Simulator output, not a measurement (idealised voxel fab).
process module | voxel gate over fins
cross-section cut | 220 nm wide | cells 5 nm
A cross-section is a grid of square cells, given in bands from the top down. A band is one or more rows of cells.
Each band's line starts with the height of the band's top and of its bottom, in nm. Then come its materials from left to right, each with its width in nm. One material with "throughout" fills the band from edge to edge. "air" is empty space.
Height 0 is the level under which the wafer as received is all one material. The lowest band goes on downwards, as in "0 down".
A width such as "30 to 40" changes by the same amount from each row of cells to the next, from the band's top row to its bottom row.
"no change" after a step means that no cell of the cross-section changed.
closed voids: empty space of 8 cells or more with no open way to the top, each as width x height at its distance from the left edge, in nm
after a step's settings: what the simulator itself notes on the step
overlay nm, on a step with a mask: how far to the right of its planned place the mask lay; to the left if negative
plan
1 op RECEIVE | material Si
2 op CONFORMAL_DEP | material SiN | thk nm 10
3 op PATTERN | tone cover | mask id FINS | material resist | width nm 15 | pitch nm 50 | thk nm 15 | overlay nm 0
4 op DIRECTIONAL_ETCH | etch materials SiN | depth nm 10
5 op DIRECTIONAL_ETCH | etch materials Si | depth nm 35
6 op STRIP | etch materials resist
7 op OXIDIZE | depth nm 5
8 op FILL_DEP | material SiO2 | thk nm 10
9 op CMP | height nm 10
10 op PATTERN | tone open | mask id RAIL | material resist | width nm 15 | thk nm 20 | overlay nm 0
11 op DIRECTIONAL_ETCH | etch materials SiO2 | depth nm 40
12 op STRIP | etch materials resist
13 op CONFORMAL_DEP | material TiN | thk nm 5
14 op FILL_DEP | material W | thk nm 5
15 op CMP | height nm 10
16 op SELECTIVE_ETCH | etch materials W Ru TiN | depth nm 30
17 op FILL_DEP | material SiO2 | thk nm 5
18 op CMP | height nm 10
19 op SELECTIVE_ETCH | etch materials SiO2 | depth nm 25
20 op STRIP | etch materials SiN
21 op CONFORMAL_DEP | material HfO2 | thk nm 5
22 op CONFORMAL_DEP | material TiN | thk nm 5
23 op FILL_DEP | material W | thk nm 15
24 op CMP | height nm 20
25 op CONFORMAL_DEP | material SiCN | thk nm 10
as received, after step 1
  0 down: Si throughout
  closed voids: none
a wafer at the end: this start, this plan, one mistake
  30 to 20: SiCN throughout
  20 to 15: TiN throughout
  15 to 5: HfO2 30 | TiN 5 | HfO2 45 | TiN 5 | HfO2 45 | TiN 5 | HfO2 45 | TiN 5 | HfO2 35
  5 to 0: HfO2 throughout
  0 to -35: HfO2 25 | SiO2 5 | Si 5 | SiO2 5 | HfO2 35 | SiO2 5 | Si 5 | SiO2 5 | HfO2 35 | SiO2 5 | Si 5 | SiO2 5 | HfO2 35 | SiO2 5 | Si 5 | SiO2 5 | HfO2 30
  -35 to -40: SiO2 30 | Si 5 | SiO2 45 | Si 5 | SiO2 45 | Si 5 | SiO2 45 | Si 5 | SiO2 35
  -40 down: Si throughout
  closed voids: none
what went wrong: step 8 ran as: op FILL_DEP | material HfO2 | thk nm 10
